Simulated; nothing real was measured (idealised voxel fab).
process module | voxel self aligned contacts
cross-section cut | 220 nm wide | cells 5 nm
A cross-section is a grid of square cells, given in bands from the top down. A band is one or more rows of cells.
Each band's line starts with the height of the band's top and of its bottom, in nm. Then come its materials from left to right, each with its width in nm. One material with "throughout" fills the band from edge to edge. "air" is empty space.
Height 0 is the level under which the wafer as received is all one material. The lowest band goes on downwards, as in "0 down".
A width such as "30 to 40" changes by the same amount from each row of cells to the next, from the band's top row to its bottom row.
"no change" after a step means that no cell of the cross-section changed.
closed voids: empty space of 8 cells or more with no open way to the top, each as width x height at its distance from the left edge, in nm
after a step's settings: what the simulator itself notes on the step
overlay nm, on a step with a mask: how far to the right of its planned place the mask lay; to the left if negative
plan
1 op RECEIVE | material Si
2 op CONFORMAL_DEP | material SiO2 | thk nm 5
3 op DIRECTIONAL_DEP | material polySi | thk nm 25
4 op DIRECTIONAL_DEP | material SiN | thk nm 25
5 op PATTERN | tone cover | mask id GATE | material resist | width nm 30 | pitch nm 75 | thk nm 20 | overlay nm 0
6 op DIRECTIONAL_ETCH | etch materials SiN | depth nm 25
7 op DIRECTIONAL_ETCH | etch materials polySi | depth nm 25
8 op STRIP | etch materials resist
9 op CONFORMAL_DEP | material SiN | thk nm 10
10 op DIRECTIONAL_ETCH | etch materials SiN | depth nm 10
11 op FILL_DEP | material SiO2 | thk nm 15
12 op CMP | height nm 60
13 op MASKED_ETCH | tone open | mask id CONTACT | width nm 55 | etch materials SiO2 | depth nm 60 | overlay nm 0
14 op CONFORMAL_DEP | material TiN | thk nm 5
15 op FILL_DEP | material W | thk nm 5
16 op CMP | height nm 60
17 op CONFORMAL_DEP | material SiCN | thk nm 5
as received, after step 1
  0 down: Si throughout
  closed voids: none
first wafer at the end, as planned
  65 to 60: SiCN throughout
  60 to 55: SiO2 80 | TiN 20 | W 15 | TiN 20 | SiO2 85
  55 to 30: SiO2 45 | SiN 50 | TiN 5 | W 15 | TiN 5 | SiN 50 | SiO2 50
  30 to 5: SiO2 45 | SiN 10 | polySi 30 | SiN 10 | TiN 5 | W 15 | TiN 5 | SiN 10 | polySi 30 | SiN 10 | SiO2 50
  5 to 0: SiO2 95 | TiN 25 | SiO2 100
  0 down: Si throughout
  closed voids: none
second wafer at the end: like start, like plan, one mistake
  65 to 60: SiCN throughout
  60 to 55: SiO2 80 | TiN 30 | W 15 | TiN 10 | SiO2 85
  55 to 30: SiO2 55 | SiN 50 | TiN 5 | W 15 | TiN 5 | SiN 50 | SiO2 40
  30 to 5: SiO2 55 | SiN 10 | polySi 30 | SiN 10 | TiN 5 | W 15 | TiN 5 | SiN 10 | polySi 30 | SiN 10 | SiO2 40
  5 to 0: SiO2 105 | TiN 25 | SiO2 90
  0 down: Si throughout
  closed voids: none
what went wrong: step 5 ran as: op PATTERN | tone cover | mask id GATE | material resist | width nm 30 | pitch nm 75 | thk nm 20 | overlay nm 10
at the end the second wafer has, in cells: as many of each material as the first, in other places
